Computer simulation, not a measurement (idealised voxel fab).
Process module heading - voxel released beams
160 nm wide, 5 nm square cells: that's cross-section cut.
Notation: cross-section as square-cell grid; stated in bands, top first, going down; one or more cell rows per band.
Read a band's entry like this: the first values are the height of its top and the height of its bottom in nm, and what follows is the sequence of materials from left to right, each with its width in nm. Note that "air" is empty space, and that a single material marked "throughout" reaches across the band from edge to edge.
Heights are reckoned from 0. Under this level, the received wafer is all of one material. The bottommost band is open-ended downward, for example "from 0 down".
Note: "30..40" means the width goes from the first number (top row of the band) to the second number (bottom row) in equal steps per row of cells.
Step note "identical to before" = no cross-section cell changed.
Voids not open to the top, 8 cells minimum: see "Unvented cavities". Written width x height at distance; distance is from the left edge; nm.
Where a step's line continues beyond its settings, the continuation is a remark by the simulator itself on that step.
overlay nm: mask right of planned place by this much (step with mask). Neg. = left.
Plan
- 1: RECEIVE | material Si
- 2: CONFORMAL_DEP | material Al2O3 | thk nm 10
- 3: DIRECTIONAL_DEP | material SiO2 | thk nm 20
- 4: PATTERN | tone open | mask id ANCHOR | material resist | width nm 30 | thk nm 15 | overlay nm 0
- 5: DIRECTIONAL_ETCH | etch materials SiO2 | depth nm 20
- 6: STRIP | etch materials resist
- 7: CONFORMAL_DEP | material SiN | thk nm 10
- 8: PATTERN | tone cover | mask id BEAM | material resist | width nm 115 | thk nm 20 | overlay nm 0
- 9: DIRECTIONAL_ETCH | etch materials SiN | depth nm 10
- 10: STRIP | etch materials resist
- 11: STRIP | etch materials SiO2
Wafer cross-section on receipt, i.e. after step 1
* from 0 down  Si throughout
* Unvented cavities: none
What the wafer looks like in cross-section after this module, when it starts as shown above and follows the plan above but one mistake is made in running it
* from 40 to 30  20 air; 115 SiN; 25 air
* from 30 to 20  Al2O3 throughout
* from 20 to 0  SiO2 throughout
* from 0 down  Si throughout
* Unvented cavities: none
Heads up, the wafer didn't run the way we planned it: swap of plan steps 2 and 3 during execution
